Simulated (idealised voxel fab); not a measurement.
The process module that follows is named voxel air gaps.
This is section cut - it's 210 nm across, gridded in 5 nm square cells.
Heads up, the way a cross-section reads in here is a grid of square cells, handed over as bands from the top down, with every band being one or more rows of cells. Heights first: top, then bottom, in nm. Then materials, left to right, each with a width in nm. "all across" on a single material: fills the band edge to edge. "blank": empty space. Where do heights start? At 0: under that level the wafer as delivered is made of one material only. And the lowest band has no floor; it just carries on downward, as in "0..down". Top row gets the first number, bottom row gets the second, and each row in between changes by the same step: that is how a band width like "30..40" works. Given "nothing was modified" for a step, no cell of the cross-section differs between before and after that step. "Trapped cavities": empty spaces of 8 cells or more with no open way to the top, each given as width x height at distance, distance from the left edge, all in nm. What comes after the settings on a step's line is commentary from the simulator itself on that step. For masked steps, "overlay nm" on the step line gives how far right of plan the mask actually lay; a minus sign means it lay to the left.

PROCESS STEPS (PLANNED)
1: RECEIVE [material Si]
2: CONFORMAL_DEP [material SiO2] [thk nm 10]
3: CONFORMAL_DEP [material SiN] [thk nm 5]
4: DIRECTIONAL_DEP [material lowk] [thk nm 40]
5: PATTERN [tone open] [mask id LINES] [material resist] [width nm 15] [pitch nm 40] [thk nm 15] [overlay nm 0]
6: DIRECTIONAL_ETCH [etch materials lowk] [depth nm 40]
7: STRIP [etch materials resist]
8: CONFORMAL_DEP [material TiN] [thk nm 5]
9: FILL_DEP [material Ru] [thk nm 10]
10: CMP [height nm 55]
11: EPI [material Ru] [thk nm 10]
12: SELECTIVE_ETCH [etch materials lowk] [depth nm 50]
13: CONFORMAL_DEP [material SiCN] [thk nm 5]

INCOMING WAFER IN CROSS-SECTION (STATE: AFTER STEP 1)
> 0..down  Si all across
> Trapped cavities: none

A WAFER AT THE END: THIS START, THIS PLAN, ONE MISTAKE
> 60..15  SiCN all across
> 15..10  SiN all across
> 10..0  SiO2 all across
> 0..down  Si all across
> Trapped cavities: none
Error vs. plan: for step 4, the planned setting was not used; the step was instead run as DIRECTIONAL_DEP [material SiCN] [thk nm 40]
